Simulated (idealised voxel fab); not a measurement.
Herein follows the process module entitled voxel gate over fins.
We display cut, a cross-section 210 nm in width whose square cells are each 5 nm.
This document writes a cross-section as a grid whose cells are square, and gives it as bands, listed from the top down; one or more rows of cells form a band.
Per band: top height and bottom height in nm, followed by the left-to-right materials and their widths in nm; "all across" marks a single material spanning edge to edge, "blank" marks empty space.
Heights from 0 (as-received wafer is one material below). Bottom band endless downward, as "0 nm and below".
The notation "30..40" denotes a width that varies across the rows of cells in the band, beginning at the first number in the top row, finishing at the second number in the bottom row, and changing by an identical amount from each row to the next.
Where the words "nothing was modified" appear for a step, the cross-section shows no cell changed by that step; every cell remained as before.
For the entry "Fully sealed voids", the listed items are empty spaces with no open way to the top whose size is 8 cells or more; each item follows the pattern width x height at distance, where distance is from the left edge and all three are in nm.
Heads up: the bit after the settings on a step's line is the simulator's remark on that step.
Regarding "overlay nm": on a step with a mask, it is the distance the mask lay to the right of its planned place; a negative value places it to the left.
Listed below are the process steps as planned:
1,RECEIVE: material Si
2,CONFORMAL_DEP: material SiN, thk nm 10
3,DIRECTIONAL_DEP: material aC, thk nm 15
4,PATTERN: tone cover, mask id FINS, material resist, width nm 15, pitch nm 50, thk nm 30, overlay nm 0
5,DIRECTIONAL_ETCH: etch materials aC, depth nm 15
6,STRIP: etch materials resist
7,DIRECTIONAL_ETCH: etch materials SiN, depth nm 10
8,DIRECTIONAL_ETCH: etch materials Si, depth nm 35
9,STRIP: etch materials aC
10,FILL_DEP: material SiO2, thk nm 10
11,CMP: height nm 10
12,MASKED_ETCH: tone open, mask id RAIL, width nm 15, etch materials SiO2, depth nm 40, overlay nm 0
13,CONFORMAL_DEP: material TiN, thk nm 5
14,FILL_DEP: material W, thk nm 5
15,CMP: height nm 10
16,SELECTIVE_ETCH: etch materials W Ru TiN, depth nm 25
17,FILL_DEP: material SiO2, thk nm 5
18,CMP: height nm 10
19,SELECTIVE_ETCH: etch materials SiO2, depth nm 20
20,STRIP: etch materials SiN
21,CONFORMAL_DEP: material HfO2, thk nm 5
22,CONFORMAL_DEP: material TiN, thk nm 5
23,CONFORMAL_DEP: material TiAl, thk nm 5
24,CONFORMAL_DEP: material TiN, thk nm 5
25,FILL_DEP: material W, thk nm 15
26,CMP: height nm 30
27,CONFORMAL_DEP: material SiN, thk nm 5
Step 1 complete: cross-section of the wafer as received:
* 0 nm and below  Si all across
* Fully sealed voids: none
Wafer at module end, in section. Began as above, planned as above, run with one mistake:
* 35 nm to 30 nm  SiN all across
* 30 nm to 20 nm  W all across
* 20 nm to 15 nm  W=25, TiN=155, W=30
* 15 nm to 10 nm  W=25, TiN=5, TiAl=45, TiN=5, TiAl=45, TiN=5, TiAl=45, TiN=5, W=30
* 10 nm to 5 nm  W=25, TiN=5, TiAl=5, TiN=35, TiAl=5, TiN=5, TiAl=5, TiN=35, TiAl=5, TiN=5, TiAl=5, TiN=35, TiAl=5, TiN=5, W=30
* 5 nm to 0 nm  W=25, TiN=5, TiAl=5, TiN=5, HfO2=25, TiN=5, TiAl=5, TiN=5, TiAl=5, TiN=5, HfO2=25, TiN=5, TiAl=5, TiN=5, TiAl=5, TiN=5, HfO2=25, TiN=5, TiAl=5, TiN=5, W=30
* 0 nm to -5 nm  W=25, TiN=5, TiAl=5, TiN=5, HfO2=5, Si=15, HfO2=5, TiN=5, TiAl=15, TiN=5, HfO2=5, Si=15, HfO2=5, TiN=5, TiAl=5, TiN=5, TiAl=5, TiN=5, HfO2=5, Si=15, HfO2=5, TiN=5, TiAl=5, TiN=5, W=30
* -5 nm to -10 nm  W=25, TiN=5, TiAl=5, TiN=5, HfO2=5, Si=15, HfO2=5, TiN=25, HfO2=5, Si=15, HfO2=5, TiN=5, TiAl=5, TiN=5, TiAl=5, TiN=5, HfO2=5, Si=15, HfO2=5, TiN=5, TiAl=5, TiN=5, W=30
* -10 nm to -15 nm  TiN=30, TiAl=5, TiN=5, HfO2=5, Si=15, HfO2=35, Si=15, HfO2=5, TiN=5, TiAl=5, TiN=5, TiAl=5, TiN=5, HfO2=5, Si=15, HfO2=5, TiN=5, TiAl=5, TiN=35
* -15 nm to -20 nm  TiAl=35, TiN=5, HfO2=5, Si=15, HfO2=10, TiN=5, W=5, TiN=5, HfO2=10, Si=15, HfO2=5, TiN=5, TiAl=15, TiN=5, HfO2=5, Si=15, HfO2=5, TiN=5, TiAl=40
* -20 nm to -25 nm  TiN=40, HfO2=5, Si=15, HfO2=10, TiN=5, W=5, TiN=5, HfO2=10, Si=15, HfO2=5, TiN=25, HfO2=5, Si=15, HfO2=5, TiN=45
* -25 nm to -30 nm  HfO2=45, Si=15, HfO2=10, TiN=15, HfO2=10, Si=15, HfO2=35, Si=15, HfO2=50
* -30 nm to -35 nm  SiO2=45, Si=15, SiO2=35, Si=15, SiO2=35, Si=15, SiO2=50
* -35 nm and below  Si all across
* Fully sealed voids: none
Run error: plan step 19 was conducted twice
